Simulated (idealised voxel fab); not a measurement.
The following is a process module called voxel self aligned vias.
Square cell edge 5 nm, section width 275 nm, ID cut.
Reading order for cross-sections: top band down to bottom band. Underlying form: a grid of square cells. Band size: one or more rows of cells.
Each band's line starts with the height of the band's top and of its bottom, in nm. Then come its materials from left to right, each with its width in nm. One material with "full width" fills the band from edge to edge. "air" is empty space.
Where do heights start? At 0: under that level the wafer as delivered is made of one material only. And the lowest band has no floor; it just carries on downward, as in "from 0 down".
It should be noted that a width expressed as "30->40" varies in equal increments from row to row of cells within the band, taking the value of the first number at the top row and that of the second number at the bottom row.
"all unchanged" means the step left every cell of the cross-section as it was.
"Enclosed void listing": empty spaces of 8 cells or more with no open way to the top, each given as width x height at distance, distance from the left edge, all in nm.
Note: text after step settings on the step line = simulator remark on that step.
On any step carrying a mask, the "overlay nm" setting, if present on the step's line, tells how far right of its planned place the mask lay; negative values point to the left.

[Process steps - plan]
1,RECEIVE, material Si
2,CONFORMAL_DEP, material SiO2, thk nm 15
3,CONFORMAL_DEP, material SiCN, thk nm 5
4,DIRECTIONAL_DEP, material SiO2, thk nm 25
5,DIRECTIONAL_DEP, material aC, thk nm 15
6,PATTERN, tone open, mask id LINES, material resist, width nm 30, pitch nm 70, thk nm 30, overlay nm 0
7,DIRECTIONAL_ETCH, etch materials aC, depth nm 15
8,STRIP, etch materials resist
9,DIRECTIONAL_ETCH, etch materials SiO2, depth nm 25
10,STRIP, etch materials aC
11,CONFORMAL_DEP, material TiN, thk nm 5
12,FILL_DEP, material W, thk nm 5
13,CMP, height nm 45
14,SELECTIVE_ETCH, etch materials W Ru TiN, depth nm 10
15,FILL_DEP, material SiN, thk nm 10
16,CMP, height nm 45
17,DIRECTIONAL_DEP, material SiO2, thk nm 15
18,PATTERN, tone open, mask id VIAS, material resist, width nm 40, pitch nm 70, thk nm 15, overlay nm 0
19,DIRECTIONAL_ETCH, etch materials SiO2, depth nm 15
20,DIRECTIONAL_ETCH, etch materials SiN, depth nm 10
21,STRIP, etch materials resist
22,CONFORMAL_DEP, material TiN, thk nm 5
23,FILL_DEP, material Cu, thk nm 10
24,CMP, height nm 60
25,CONFORMAL_DEP, material SiCN, thk nm 5

[Here's what the wafer looked like in cross-section when it arrived - that's after step 1]
from 0 down | Si full width
Enclosed void listing: none

[Post-module cross-section: identical start and plan to those above, one misstep in execution]
from 65 to 60 | SiCN full width
from 60 to 50 | SiO2 (80), then TiN (5), then Cu (30), then TiN (5), then SiO2 (30), then TiN (5), then Cu (30), then TiN (5), then SiO2 (85)
from 50 to 45 | SiO2 (80), then TiN (40), then SiO2 (30), then TiN (40), then SiO2 (85)
from 45 to 35 | SiN (80), then TiN (5), then SiO2 (30), then TiN (5), then SiN (30), then TiN (5), then SiO2 (30), then TiN (5), then SiN (85)
from 35 to 25 | W (80), then TiN (5), then SiO2 (30), then TiN (5), then W (30), then TiN (5), then SiO2 (30), then TiN (5), then W (85)
from 25 to 20 | TiN (85), then SiO2 (30), then TiN (40), then SiO2 (30), then TiN (90)
from 20 to 15 | SiCN full width
from 15 to 0 | SiO2 full width
from 0 down | Si full width
Enclosed void listing: none
The mistake made against the process plan was this: step 6 ran as: PATTERN, tone cover, mask id LINES, material resist, width nm 30, pitch nm 70, thk nm 30, overlay nm 0
